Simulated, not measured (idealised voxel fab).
Presented below is a process module, voxel wiring stack.
220 nm wide, 5 nm square cells: that's cross-section cut.
When this document writes out a cross-section, it uses a grid of square cells and lists it as bands, beginning at the top and moving down, with a band standing for one or more rows of cells. A band entry consists of two parts. The first gives the height of the band's top and the height of its bottom, in nm. The rest lists the band's materials from left to right, each with its width in nm. A single material labelled with the word "edge to edge" fills the band from edge to edge, and the word "empty" marks empty space. Convention: height 0 is the level below which the wafer, as received, is all one material. The lowest band does not terminate at the bottom but continues downward, represented as "0 -> down". Per-row width for "30 to 40": begins at first number (top row of band), ends at second number (bottom row), increment between rows held constant. Reading "no modifications" for a step: not a cell of the cross-section changed in it. "Catalogued sealed voids" - sealed voids, min. 8 cells, no opening to top; format: width x height at distance (distance from left edge; nm throughout). after a step's settings: what the simulator itself notes on the step. For masked steps, "overlay nm" on the step line gives how far right of plan the mask actually lay; a minus sign means it lay to the left.
-- List of planned process steps
| 1 | RECEIVE: material Si |
| 2 | CONFORMAL_DEP: material SiO2, thk nm 15 |
| 3 | DIRECTIONAL_DEP: material TiN, thk nm 5 |
| 4 | DIRECTIONAL_DEP: material W, thk nm 15 |
| 5 | DIRECTIONAL_DEP: material aC, thk nm 10 |
| 6 | PATTERN: tone cover, mask id METAL_1, material resist, width nm 25, pitch nm 40, thk nm 30, overlay nm 0 |
| 7 | DIRECTIONAL_ETCH: etch materials aC, depth nm 10 |
| 8 | STRIP: etch materials resist |
| 9 | DIRECTIONAL_ETCH: etch materials W, depth nm 15 |
| 10 | DIRECTIONAL_ETCH: etch materials TiN, depth nm 5 |
| 11 | STRIP: etch materials aC |
| 12 | CONFORMAL_DEP: material SiCN, thk nm 5 |
| 13 | FILL_DEP: material SiO2, thk nm 5 |
| 14 | CMP: height nm 35 |
| 15 | CONFORMAL_DEP: material SiCN, thk nm 5 |
| 16 | DIRECTIONAL_DEP: material SiO2, thk nm 30 |
| 17 | DIRECTIONAL_DEP: material aC, thk nm 10 |
| 18 | PATTERN: tone open, mask id METAL_2, material resist, width nm 25, pitch nm 40, thk nm 30, overlay nm 0 |
| 19 | DIRECTIONAL_ETCH: etch materials aC, depth nm 10 |
| 20 | STRIP: etch materials resist |
| 21 | DIRECTIONAL_ETCH: etch materials SiO2, depth nm 15 |
| 22 | STRIP: etch materials aC |
| 23 | MASKED_ETCH: tone open, mask id METAL_2_HOLES, width nm 15, pitch nm 40, etch materials SiO2, depth nm 15, overlay nm 0 |
| 24 | MASKED_ETCH: tone open, mask id METAL_2_HOLES, width nm 15, pitch nm 40, etch materials SiCN, depth nm 5, overlay nm 0 |
| 25 | CONFORMAL_DEP: material TiN, thk nm 5 |
| 26 | FILL_DEP: material Cu, thk nm 10 |
| 27 | CMP: height nm 70 |
| 28 | CONFORMAL_DEP: material SiN, thk nm 5 |
-- Cross-section of the wafer at receipt, which is the condition after step 1
- 0 -> down = Si edge to edge
- Catalogued sealed voids: none
-- Wafer cross-section at module end: first of two, run to plan
- 75 -> 70 = SiN edge to edge
- 70 -> 60 = 75 of SiO2, 5 of TiN, 15 of Cu, 5 of TiN, 15 of SiO2, 5 of TiN, 15 of Cu, 5 of TiN, 80 of SiO2
- 60 -> 55 = 75 of SiO2, 5 of TiN, 5 of Cu, 15 of TiN, 15 of SiO2, 5 of TiN, 5 of Cu, 15 of TiN, 80 of SiO2
- 55 -> 40 = 75 of SiO2, 5 of TiN, 5 of Cu, 5 of TiN, 25 of SiO2, 5 of TiN, 5 of Cu, 5 of TiN, 90 of SiO2
- 40 -> 35 = 75 of SiCN, 15 of TiN, 25 of SiCN, 15 of TiN, 90 of SiCN
- 35 -> 20 = 70 of SiO2, 5 of SiCN, 25 of W, 5 of SiCN, 5 of SiO2, 5 of SiCN, 25 of W, 5 of SiCN, 75 of SiO2
- 20 -> 15 = 75 of SiCN, 25 of TiN, 15 of SiCN, 25 of TiN, 80 of SiCN
- 15 -> 0 = SiO2 edge to edge
- 0 -> down = Si edge to edge
- Catalogued sealed voids: none
-- This cross-section belongs to the second wafer of two at the end of the module; the start and the plan were shared with the first, and the run included one mistake
- 90 -> 85 = SiN edge to edge
- 85 -> 75 = Cu edge to edge
- 75 -> 70 = 80 of TiN, 15 of Cu, 25 of TiN, 15 of Cu, 85 of TiN
- 70 -> 60 = 75 of SiO2, 5 of TiN, 15 of Cu, 5 of TiN, 15 of SiO2, 5 of TiN, 15 of Cu, 5 of TiN, 80 of SiO2
- 60 -> 55 = 75 of SiO2, 5 of TiN, 5 of Cu, 15 of TiN, 15 of SiO2, 5 of TiN, 5 of Cu, 15 of TiN, 80 of SiO2
- 55 -> 40 = 75 of SiO2, 5 of TiN, 5 of Cu, 5 of TiN, 25 of SiO2, 5 of TiN, 5 of Cu, 5 of TiN, 90 of SiO2
- 40 -> 35 = 75 of SiCN, 15 of TiN, 25 of SiCN, 15 of TiN, 90 of SiCN
- 35 -> 20 = 70 of SiO2, 5 of SiCN, 25 of W, 5 of SiCN, 5 of SiO2, 5 of SiCN, 25 of W, 5 of SiCN, 75 of SiO2
- 20 -> 15 = 75 of SiCN, 25 of TiN, 15 of SiCN, 25 of TiN, 80 of SiCN
- 15 -> 0 = SiO2 edge to edge
- 0 -> down = Si edge to edge
- Catalogued sealed voids: none
Finding, execution versus plan: plan step 27: skipped, not run
In the final state, the cell counts of the second wafer exceed or fall short of those of the first for the following materials: Cu: 94 more, TiN: 38 more
